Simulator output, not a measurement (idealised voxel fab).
The process module presented herein is designated voxel transistor to metal.
Square cell edge 5 nm, section width 205 nm, ID cut.
Cross-section layout: square cells on a grid; listed as bands, top to bottom; a band spans one or more cell rows. First you get the band's top height and its bottom height, in nm, and then the materials it's made of, left to right, with each width in nm. If you see a single material with "everywhere", that one covers the band edge to edge. "air" is empty space. Height reference: 0 = level under which incoming wafer is all one material. Lowest band: no bottom, runs on downward, e.g. "z 0 and below". The width entry "30..40" should be interpreted row by row: the top row of cells in the band takes the first number, the bottom row takes the second number, and the change between adjacent rows is uniform throughout. Any step labelled "no change occurred" changed none of the cells in the cross-section. Basically, "Enclosed void listing" tells you about the enclosed voids: empty spaces with no open way to the top, 8 cells or bigger, each written width x height at distance, where distance is from the left edge, all in nm. On a step's line, text after the settings is the simulator commenting on that step. The optional step-line setting "overlay nm" applies to steps with a mask and quantifies how far to the right of its planned location the mask lay, a negative value indicating leftward placement.

### Listed below are the process steps as planned
1: RECEIVE | material Si
2: CONFORMAL_DEP | material SiO2 | thk nm 5
3: CONFORMAL_DEP | material SiN | thk nm 10
4: MASKED_ETCH | tone cover | mask id ACTIVE | width nm 110 | etch materials SiN | depth nm 10 | overlay nm 0
5: MASKED_ETCH | tone cover | mask id ACTIVE | width nm 110 | etch materials SiO2 | depth nm 5 | overlay nm 0
6: MASKED_ETCH | tone cover | mask id ACTIVE | width nm 110 | etch materials Si | depth nm 25 | overlay nm 0
7: FILL_DEP | material SiO2 | thk nm 15
8: CMP | height nm 15
9: SELECTIVE_ETCH | etch materials SiO2 | depth nm 5
10: STRIP | etch materials SiN
11: SELECTIVE_ETCH | etch materials SiO2 | depth nm 5
12: OXIDIZE | depth nm 5
13: DIRECTIONAL_DEP | material polySi | thk nm 20
14: DIRECTIONAL_DEP | material SiCN | thk nm 10
15: MASKED_ETCH | tone cover | mask id GATE | width nm 20 | etch materials SiCN | depth nm 20 | overlay nm 0
16: MASKED_ETCH | tone cover | mask id GATE | width nm 20 | etch materials polySi | depth nm 30 | overlay nm 0
17: CONFORMAL_DEP | material SiN | thk nm 10
18: DIRECTIONAL_ETCH | etch materials SiN | depth nm 10
19: DIRECTIONAL_ETCH | etch materials SiO2 | depth nm 5
20: DIRECTIONAL_ETCH | etch materials Si | depth nm 5
21: EPI | material SiGe | thk nm 5
22: FILL_DEP | material SiO2 | thk nm 5
23: CMP | height nm 30
24: DIRECTIONAL_DEP | material SiO2 | thk nm 15
25: PATTERN | tone open | mask id CONTACT | material resist | width nm 20 | pitch nm 80 | thk nm 15 | overlay nm 0
26: DIRECTIONAL_ETCH | etch materials SiO2 | depth nm 50
27: STRIP | etch materials resist
28: CONFORMAL_DEP | material TiN | thk nm 5
29: FILL_DEP | material W | thk nm 5
30: CMP | height nm 45
31: CONFORMAL_DEP | material SiCN | thk nm 5
32: DIRECTIONAL_DEP | material lowk | thk nm 25
33: MASKED_ETCH | tone open | mask id METAL_1 | width nm 20 | pitch nm 80 | etch materials lowk | depth nm 25 | overlay nm 0
34: MASKED_ETCH | tone open | mask id METAL_1 | width nm 20 | pitch nm 80 | etch materials SiCN | depth nm 5 | overlay nm 0
35: CONFORMAL_DEP | material TiN | thk nm 5
36: FILL_DEP | material Cu | thk nm 10
37: CMP | height nm 75
38: CONFORMAL_DEP | material SiCN | thk nm 5
39: DIRECTIONAL_DEP | material SiO2 | thk nm 30
40: MASKED_ETCH | tone open | mask id METAL_2 | width nm 20 | pitch nm 80 | etch materials SiO2 | depth nm 15 | overlay nm 0
41: MASKED_ETCH | tone open | mask id METAL_2_HOLES | width nm 15 | pitch nm 80 | etch materials SiO2 | depth nm 15 | overlay nm 0
42: MASKED_ETCH | tone open | mask id METAL_2_HOLES | width nm 15 | pitch nm 80 | etch materials SiCN | depth nm 5 | overlay nm 0
43: CONFORMAL_DEP | material TiN | thk nm 5
44: FILL_DEP | material Cu | thk nm 10
45: CMP | height nm 110
46: CONFORMAL_DEP | material SiCN | thk nm 5

### Cross-sectional view of the wafer in its as-received condition, corresponding to the state after step 1
z 0 and below = Si everywhere
Enclosed void listing: none

### Cross-section: first of two wafers, module finished, run according to plan
z 115 to 110 = SiCN everywhere
z 110 to 100 = 50 of SiO2, 5 of TiN, 10 of Cu, 5 of TiN, 60 of SiO2, 5 of TiN, 10 of Cu, 5 of TiN, 55 of SiO2
z 100 to 95 = 50 of SiO2, 5 of TiN, 5 of Cu, 10 of TiN, 60 of SiO2, 5 of TiN, 5 of Cu, 10 of TiN, 55 of SiO2
z 95 to 80 = 50 of SiO2, 5 of TiN, 5 of Cu, 5 of TiN, 65 of SiO2, 5 of TiN, 5 of Cu, 5 of TiN, 60 of SiO2
z 80 to 75 = 50 of SiCN, 15 of TiN, 65 of SiCN, 15 of TiN, 60 of SiCN
z 75 to 50 = 50 of lowk, 5 of TiN, 10 of Cu, 5 of TiN, 60 of lowk, 5 of TiN, 10 of Cu, 5 of TiN, 55 of lowk
z 50 to 45 = 50 of SiCN, 20 of TiN, 60 of SiCN, 20 of TiN, 55 of SiCN
z 45 to 30 = 50 of SiO2, 5 of TiN, 10 of W, 5 of TiN, 60 of SiO2, 5 of TiN, 10 of W, 5 of TiN, 55 of SiO2
z 30 to 20 = 50 of SiO2, 5 of TiN, 10 of W, 5 of TiN, 10 of SiO2, 10 of SiN, 20 of SiCN, 10 of SiN, 10 of SiO2, 5 of TiN, 10 of W, 5 of TiN, 55 of SiO2
z 20 to 5 = 50 of SiO2, 5 of TiN, 10 of W, 5 of TiN, 10 of SiO2, 10 of SiN, 20 of polySi, 10 of SiN, 10 of SiO2, 5 of TiN, 10 of W, 5 of TiN, 55 of SiO2
z 5 to 0 = 40 of SiO2, 10 of SiN, 10 of TiN, 5 of W, 5 of TiN, 10 of SiO2, 10 of SiN, 20 of polySi, 10 of SiN, 10 of SiO2, 5 of TiN, 5 of W, 10 of TiN, 10 of SiN, 45 of SiO2
z 0 to -5 = 50 of SiO2, 5 of SiGe, 15 of TiN, 5 of SiO2, 5 of SiGe, 40 of SiO2, 5 of SiGe, 5 of SiO2, 15 of TiN, 5 of SiGe, 55 of SiO2
z -5 to -10 = 45 of SiO2, 5 of Si, 30 of SiGe, 40 of Si, 30 of SiGe, 5 of Si, 50 of SiO2
z -10 to -25 = 45 of SiO2, 110 of Si, 50 of SiO2
z -25 and below = Si everywhere
Enclosed void listing: none

### Here's the second of our two wafers sectioned at module end. Same start as the first, same plan, but one mistake got made running it
z 115 to 110 = SiCN everywhere
z 110 to 100 = 50 of SiO2, 5 of TiN, 10 of Cu, 5 of TiN, 60 of SiO2, 5 of TiN, 10 of Cu, 5 of TiN, 55 of SiO2
z 100 to 95 = 50 of SiO2, 5 of TiN, 5 of Cu, 10 of TiN, 60 of SiO2, 5 of TiN, 5 of Cu, 10 of TiN, 55 of SiO2
z 95 to 80 = 50 of SiO2, 5 of TiN, 5 of Cu, 5 of TiN, 65 of SiO2, 5 of TiN, 5 of Cu, 5 of TiN, 60 of SiO2
z 80 to 75 = 50 of SiCN, 15 of TiN, 65 of SiCN, 15 of TiN, 60 of SiCN
z 75 to 50 = 50 of lowk, 5 of TiN, 10 of Cu, 5 of TiN, 60 of lowk, 5 of TiN, 10 of Cu, 5 of TiN, 55 of lowk
z 50 to 45 = 50 of SiCN, 20 of TiN, 60 of SiCN, 20 of TiN, 55 of SiCN
z 45 to 30 = 55 of SiO2, 5 of TiN, 5 of W, 5 of TiN, 65 of SiO2, 5 of TiN, 5 of W, 5 of TiN, 55 of SiO2
z 30 to 20 = 55 of SiO2, 5 of TiN, 5 of W, 5 of TiN, 10 of SiO2, 10 of SiN, 20 of SiCN, 10 of SiN, 15 of SiO2, 5 of TiN, 5 of W, 5 of TiN, 55 of SiO2
z 20 to 5 = 55 of SiO2, 5 of TiN, 5 of W, 5 of TiN, 10 of SiO2, 10 of SiN, 20 of polySi, 10 of SiN, 15 of SiO2, 5 of TiN, 5 of W, 5 of TiN, 55 of SiO2
z 5 to 0 = 40 of SiO2, 10 of SiN, 5 of SiO2, 5 of TiN, 5 of W, 5 of TiN, 10 of SiO2, 10 of SiN, 20 of polySi, 10 of SiN, 15 of SiO2, 15 of TiN, 10 of SiN, 45 of SiO2
z 0 to -5 = 50 of SiO2, 5 of SiGe, 15 of TiN, 5 of SiO2, 5 of SiGe, 40 of SiO2, 5 of SiGe, 10 of SiO2, 10 of TiN, 5 of SiGe, 55 of SiO2
z -5 to -10 = 45 of SiO2, 5 of Si, 30 of SiGe, 40 of Si, 30 of SiGe, 5 of Si, 50 of SiO2
z -10 to -25 = 45 of SiO2, 110 of Si, 50 of SiO2
z -25 and below = Si everywhere
Enclosed void listing: none
Where did the run depart from the plan? step 25, actual vs plan mismatch, actual run PATTERN | tone open | mask id CONTACT | material resist | width nm 15 | pitch nm 80 | thk nm 15 | overlay nm 0
FYI, end of process, the second wafer has more or fewer cells of some materials than the first: SiO2: 19 more; TiN: 2 fewer; W: 17 fewer
